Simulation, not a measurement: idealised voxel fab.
Process module name: voxel capacitor over wiring
Displayed cross-section: cut, width of 200 nm, square cells sized 5 nm.
A cross-section is written here as square cells arranged in a grid, and it is given in bands from the top down, each band taking up one or more rows of cells. First you get the band's top height and its bottom height, in nm, and then the materials it's made of, left to right, with each width in nm. If you see a single material with "edge to edge", that one covers the band edge to edge. "blank" is empty space. Ref level 0: as-received wafer is one material below here. Bottom band extends down with no lower bound ("from 0 down"). You'd read "30..40" like this: the band's top row of cells is as wide as the first number, its bottom row is as wide as the second, and going down, every row changes width by the same amount as the row before did. Step marked "all unchanged"? Then no cell in the cross-section changed in it. The list in "Voids lacking openings" covers empty spaces of 8 cells or more that cannot reach the top through any open way, and it gives each as width x height at distance; the distance is from the left edge, and width, height and distance are in nm. On each step's line, the part that comes after the settings is the simulator's own comment on the step. A step's line can hold "overlay nm"; with a mask on that step, the setting says how far right of the planned place the mask lay, while a negative setting says it lay to the left.

plan
1) RECEIVE with material Si
2) CONFORMAL_DEP with material SiO2, thk nm 15
3) DIRECTIONAL_DEP with material TiN, thk nm 5
4) DIRECTIONAL_DEP with material W, thk nm 20
5) PATTERN with tone cover, mask id METAL_1, material resist, width nm 20, pitch nm 80, thk nm 15, overlay nm 0
6) DIRECTIONAL_ETCH with etch materials W, depth nm 20
7) DIRECTIONAL_ETCH with etch materials TiN, depth nm 5
8) STRIP with etch materials resist
9) CONFORMAL_DEP with material SiN, thk nm 5
10) FILL_DEP with material lowk, thk nm 10
11) CMP with height nm 40
12) CONFORMAL_DEP with material SiCN, thk nm 5
13) DIRECTIONAL_DEP with material SiO2, thk nm 20
14) MASKED_ETCH with tone open, mask id PLUG_1, width nm 15, etch materials SiO2, depth nm 20, overlay nm 0
15) MASKED_ETCH with tone open, mask id PLUG_1, width nm 15, etch materials SiCN, depth nm 5, overlay nm 0
16) CONFORMAL_DEP with material TiN, thk nm 5
17) FILL_DEP with material W, thk nm 10
18) CMP with height nm 65
19) DIRECTIONAL_DEP with material TiN, thk nm 5
20) DIRECTIONAL_DEP with material Al2O3, thk nm 5
21) DIRECTIONAL_DEP with material TiN, thk nm 10
22) MASKED_ETCH with tone cover, mask id UPPER_PLATE, width nm 65, etch materials TiN, depth nm 10, overlay nm 0
23) MASKED_ETCH with tone cover, mask id UPPER_PLATE, width nm 65, etch materials Al2O3, depth nm 5, overlay nm 0
24) DIRECTIONAL_DEP with material aC, thk nm 15
25) PATTERN with tone cover, mask id LOWER_PLATE, material resist, width nm 75, thk nm 35, overlay nm 0
26) DIRECTIONAL_ETCH with etch materials aC, depth nm 15
27) STRIP with etch materials resist
28) DIRECTIONAL_ETCH with etch materials TiN, depth nm 5
29) STRIP with etch materials aC
30) FILL_DEP with material SiO2, thk nm 15
31) CMP with height nm 95
32) MASKED_ETCH with tone open, mask id PLUG_2, width nm 15, etch materials SiO2, depth nm 10, overlay nm 0
33) CONFORMAL_DEP with material TiN, thk nm 5
34) FILL_DEP with material W, thk nm 5
35) CMP with height nm 95
36) CONFORMAL_DEP with material SiN, thk nm 5
What sets these wafers apart? The width nm at step 14. They all start alike, and the plan carries the first wafer's value.

Incoming state of the first of several wafers in cross-section: after step 1
* from 0 down | Si edge to edge
* Voids lacking openings: none

Cross-section of the first of several wafers, taken after step 36, where the module ends
* from 100 to 95 | SiN edge to edge
* from 95 to 90 | 65 SiO2, then 5 TiN, then 5 W, then 5 TiN, then 120 SiO2
* from 90 to 85 | 65 SiO2, then 15 TiN, then 120 SiO2
* from 85 to 75 | 55 SiO2, then 65 TiN, then 80 SiO2
* from 75 to 70 | 55 SiO2, then 65 Al2O3, then 80 SiO2
* from 70 to 65 | 50 SiO2, then 75 TiN, then 75 SiO2
* from 65 to 45 | 55 SiO2, then 5 TiN, then 5 W, then 5 TiN, then 130 SiO2
* from 45 to 40 | 55 SiCN, then 15 TiN, then 130 SiCN
* from 40 to 20 | 45 lowk, then 5 SiN, then 20 W, then 5 SiN, then 50 lowk, then 5 SiN, then 20 W, then 5 SiN, then 45 lowk
* from 20 to 15 | 50 SiN, then 20 TiN, then 60 SiN, then 20 TiN, then 50 SiN
* from 15 to 0 | SiO2 edge to edge
* from 0 down | Si edge to edge
* Voids lacking openings: none

Cross-sectional depiction of the last of several wafers upon completion of the module
* from 100 to 95 | SiN edge to edge
* from 95 to 90 | 65 SiO2, then 5 TiN, then 5 W, then 5 TiN, then 120 SiO2
* from 90 to 85 | 65 SiO2, then 15 TiN, then 120 SiO2
* from 85 to 75 | 55 SiO2, then 65 TiN, then 80 SiO2
* from 75 to 70 | 55 SiO2, then 65 Al2O3, then 80 SiO2
* from 70 to 65 | 50 SiO2, then 75 TiN, then 75 SiO2
* from 65 to 50 | 50 SiO2, then 5 TiN, then 20 W, then 5 TiN, then 120 SiO2
* from 50 to 45 | 50 SiO2, then 10 TiN, then 5 W, then 15 TiN, then 120 SiO2
* from 45 to 40 | 55 SiCN, then 15 TiN, then 130 SiCN
* from 40 to 20 | 45 lowk, then 5 SiN, then 20 W, then 5 SiN, then 50 lowk, then 5 SiN, then 20 W, then 5 SiN, then 45 lowk
* from 20 to 15 | 50 SiN, then 20 TiN, then 60 SiN, then 20 TiN, then 50 SiN
* from 15 to 0 | SiO2 edge to edge
* from 0 down | Si edge to edge
* Voids lacking openings: none

The table below has one row for each wafer; a row shows, as of the end of the module, how many cells of each material the wafer has gained, marked (+), or lost, marked (-), since it was received, and then the wafer's closed voids
width nm 15; +13 Al2O3; +37 SiCN; +88 SiN; +448 SiO2; +65 TiN; +37 W; +112 lowk; Voids lacking openings: none
width nm 20; +13 Al2O3; +37 SiCN; +88 SiN; +444 SiO2; +66 TiN; +40 W; +112 lowk; Voids lacking openings: none
width nm 25; +13 Al2O3; +37 SiCN; +88 SiN; +440 SiO2; +67 TiN; +43 W; +112 lowk; Voids lacking openings: none
width nm 30; +13 Al2O3; +37 SiCN; +88 SiN; +436 SiO2; +68 TiN; +46 W; +112 lowk; Voids lacking openings: none
